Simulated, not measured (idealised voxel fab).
process module | voxel fin reveal
cross-section cut | 215 nm wide | cells 5 nm
A cross-section is a grid of square cells, given in bands from the top down. A band is one or more rows of cells.
Each band's line starts with the height of the band's top and of its bottom, in nm. Then come its materials from left to right, each with its width in nm. One material with "throughout" fills the band from edge to edge. "air" is empty space.
Height 0 is the level under which the wafer as received is all one material. The lowest band goes on downwards, as in "0 down".
A width such as "30 to 40" changes by the same amount from each row of cells to the next, from the band's top row to its bottom row.
"no change" after a step means that no cell of the cross-section changed.
closed voids: empty space of 8 cells or more with no open way to the top, each as width x height at its distance from the left edge, in nm
after a step's settings: what the simulator itself notes on the step
overlay nm, on a step with a mask: how far to the right of its planned place the mask lay; to the left if negative
plan
1 op RECEIVE | material Si
2 op CONFORMAL_DEP | material SiN | thk nm 10
3 op MASKED_ETCH | tone cover | mask id FINS | width nm 15 | pitch nm 45 | etch materials SiN | depth nm 10 | overlay nm 0
4 op MASKED_ETCH | tone cover | mask id FINS | width nm 15 | pitch nm 45 | etch materials Si | depth nm 30 | overlay nm 0
5 op OXIDIZE | depth nm 5
6 op FILL_DEP | material SiO2 | thk nm 15
7 op CMP | height nm 10
8 op SELECTIVE_ETCH | etch materials SiO2 | depth nm 20
9 op STRIP | etch materials SiN
first wafer, as planned
as received, after step 1
  0 down: Si throughout
  closed voids: none
after step 2
  10 to 0: SiN throughout
  below 0: unchanged
after step 3
  10 to 0: air 75 | SiN 15 | air 30 | SiN 15 | air 80
  below 0: unchanged
after step 4
  10 to 0: air 75 | SiN 15 | air 30 | SiN 15 | air 80
  0 to -30: air 75 | Si 15 | air 30 | Si 15 | air 80
  below -30: unchanged
after step 5
  10 to 0: air 75 | SiN 15 | air 30 | SiN 15 | air 80
  0 to -30: air 75 | SiO2 5 | Si 5 | SiO2 5 | air 30 | SiO2 5 | Si 5 | SiO2 5 | air 80
  -30 to -35: SiO2 80 | Si 5 | SiO2 40 | Si 5 | SiO2 85
  below -35: unchanged
after step 6
  25 to 10: SiO2 throughout
  10 to 0: SiO2 75 | SiN 15 | SiO2 30 | SiN 15 | SiO2 80
  0 to -35: SiO2 80 | Si 5 | SiO2 40 | Si 5 | SiO2 85
  below -35: unchanged
after step 7
  10 to 0: SiO2 75 | SiN 15 | SiO2 30 | SiN 15 | SiO2 80
  below 0: unchanged
after step 8
  10 to 0: air 75 | SiN 15 | air 30 | SiN 15 | air 80
  0 to -10: air 80 | Si 5 | air 40 | Si 5 | air 85
  below -10: unchanged
after step 9
  0 to -10: air 80 | Si 5 | air 40 | Si 5 | air 85
  below -10: unchanged
second wafer: like start, like plan, one mistake. Through step 3 it matches the first wafer
when step 4 should have ended
  10 to 0: air 75 | SiN 15 | air 30 | SiN 15 | air 80
  0 to -20: air 75 | Si 15 | air 30 | Si 15 | air 80
  below -20: unchanged
when step 5 should have ended
  10 to 0: air 75 | SiN 15 | air 30 | SiN 15 | air 80
  0 to -20: air 75 | SiO2 5 | Si 5 | SiO2 5 | air 30 | SiO2 5 | Si 5 | SiO2 5 | air 80
  -20 to -25: SiO2 80 | Si 5 | SiO2 40 | Si 5 | SiO2 85
  below -25: unchanged
when step 6 should have ended
  25 to 10: SiO2 throughout
  10 to 0: SiO2 75 | SiN 15 | SiO2 30 | SiN 15 | SiO2 80
  0 to -25: SiO2 80 | Si 5 | SiO2 40 | Si 5 | SiO2 85
  below -25: unchanged
when step 7 should have ended
  10 to 0: SiO2 75 | SiN 15 | SiO2 30 | SiN 15 | SiO2 80
  below 0: unchanged
when step 8 should have ended
  10 to 0: air 75 | SiN 15 | air 30 | SiN 15 | air 80
  0 to -10: air 80 | Si 5 | air 40 | Si 5 | air 85
  below -10: unchanged
when step 9 should have ended
  0 to -10: air 80 | Si 5 | air 40 | Si 5 | air 85
  below -10: unchanged
what went wrong: step 4 ran as: op MASKED_ETCH | tone cover | mask id FINS | width nm 15 | pitch nm 45 | etch materials Si | depth nm 20 | overlay nm 0
at the end the second wafer has, in cells: 82 more of Si | 82 fewer of SiO2
